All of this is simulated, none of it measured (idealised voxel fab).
Documented hereafter: the process module known as voxel fin reveal.
cross-section cut | 140 nm wide | cells 5 nm
In this document a cross-section is written as a grid of square cells. It is given as a series of bands, listed from the top down, and a band is one or more rows of cells. In this notation a band is specified by the heights of its top and bottom, in that order and in nm, after which its materials appear from left to right, each paired with its width in nm. The word "full width" attached to a single material means that material fills the band from edge to edge; the word "blank" stands for empty space. It should be noted that heights are counted from 0, beneath which the wafer as supplied is of one material throughout, and that the lowest band possesses no lower boundary but continues downward, as written in "0..down". A width given as "30 to 40" starts at the first number in the band's top row and ends at the second number in its bottom row, shifting by an equal amount at every step from row to row. What does "identical to before" mean for a step? It means no cell of the cross-section changed in that step. Listed in "Closed void roster": every empty space of 8 or more cells without an open way to the top. Form: width x height at distance, the distance being from the left edge, all in nm. after a step's settings: what the simulator itself notes on the step. On any step carrying a mask, the "overlay nm" setting, if present on the step's line, tells how far right of its planned place the mask lay; negative values point to the left.
**Listed below are the process steps as planned**
| 1 | RECEIVE,material Si |
| 2 | CONFORMAL_DEP,material SiN,thk nm 10 |
| 3 | MASKED_ETCH,tone cover,mask id FINS,width nm 15,pitch nm 35,etch materials SiN,depth nm 10,overlay nm 0 |
| 4 | MASKED_ETCH,tone cover,mask id FINS,width nm 15,pitch nm 35,etch materials Si,depth nm 30,overlay nm 0 |
| 5 | FILL_DEP,material SiO2,thk nm 5 |
| 6 | CMP,height nm 10 |
| 7 | SELECTIVE_ETCH,etch materials SiO2,depth nm 25 |
| 8 | STRIP,etch materials SiN |
**Cross-section of the wafer upon arrival, representing the state reached after step 1**
    0..down = Si full width
    Closed void roster: none
**Final wafer profile in cross-section after the module, from the same start and plan as above, with one mistake made during processing**
    0..-15 = 45 of blank  15 of Si  20 of blank  15 of Si  45 of blank
    -15..-60 = 45 of SiO2  15 of Si  20 of SiO2  15 of Si  45 of SiO2
    -60..down = Si full width
    Closed void roster: none
The mistake made against the process plan was this: step 4 from the plan got run twice
